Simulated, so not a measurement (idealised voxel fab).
The following process module bears the name voxel self aligned contacts.
The figure presents cross-section cut, which has a width of 230 nm and is divided into square cells with an edge length of 5 nm.
If you're reading a cross-section in this doc, picture square cells in a grid; it comes to you as bands, top ones listed first down to the bottom, and a band can be one or more rows of cells.
First you get the band's top height and its bottom height, in nm, and then the materials it's made of, left to right, with each width in nm. If you see a single material with "all across", that one covers the band edge to edge. "blank" is empty space.
The reference from which all heights are counted is 0, the level beneath which the as-received wafer is entirely one material; the lowest band, having no lower bound, proceeds downward and is written after the example "0 and below".
The width entry "30..40" should be interpreted row by row: the top row of cells in the band takes the first number, the bottom row takes the second number, and the change between adjacent rows is uniform throughout.
Basically "changes: none" means that step didn't change any cell in the cross-section.
Enclosed voids (no open way to top), threshold 8 cells or more, entry "Sealed void list", notation width x height at distance, distance from left edge, nm.
after a step's settings: what the simulator itself notes on the step
overlay nm: how far to the right of its planned place the mask lay on this masked step (negative: to the left).

[Planned process steps]
1 RECEIVE | material Si
2 OXIDIZE | depth nm 5
3 DIRECTIONAL_DEP | material polySi | thk nm 30
4 DIRECTIONAL_DEP | material SiN | thk nm 20
5 MASKED_ETCH | tone cover | mask id GATE | width nm 25 | pitch nm 55 | etch materials SiN | depth nm 20 | overlay nm 0
6 MASKED_ETCH | tone cover | mask id GATE | width nm 25 | pitch nm 55 | etch materials polySi | depth nm 30 | overlay nm 0
7 CONFORMAL_DEP | material SiN | thk nm 5
8 DIRECTIONAL_ETCH | etch materials SiN | depth nm 5
9 FILL_DEP | material SiO2 | thk nm 15
10 CMP | height nm 60
11 PATTERN | tone open | mask id CONTACT | material resist | width nm 40 | thk nm 15 | overlay nm 0
12 DIRECTIONAL_ETCH | etch materials SiO2 | depth nm 65
13 STRIP | etch materials resist
14 CONFORMAL_DEP | material TiN | thk nm 5
15 FILL_DEP | material Ru | thk nm 10
16 CMP | height nm 60
17 CONFORMAL_DEP | material SiCN | thk nm 5

[Wafer at receipt (post step 1), cross-section]
0 and below = Si all across
Sealed void list: none

[Wafer cross-section at end of module: start and plan as shown above, one execution error]
65 down to 60 = SiCN all across
60 down to 50 = SiO2: 105 / TiN: 5 / Ru: 30..10 / TiN: 5..25 / SiO2: 85
50 down to 30 = SiO2: 70 / SiN: 35 / TiN: 5 / Ru: 10 / TiN: 5 / SiN: 35 / SiO2: 70
30 down to 0 = SiO2: 70 / SiN: 5 / polySi: 25 / SiN: 5 / TiN: 5 / Ru: 10 / TiN: 5 / SiN: 5 / polySi: 25 / SiN: 5 / SiO2: 70
0 down to -5 = SiO2: 105 / TiN: 20 / SiO2: 105
-5 and below = Si all across
Sealed void list: none
Diagnosis: step 11 off recipe, ran as PATTERN | tone open | mask id CONTACT | material resist | width nm 40 | thk nm 15 | overlay nm 10
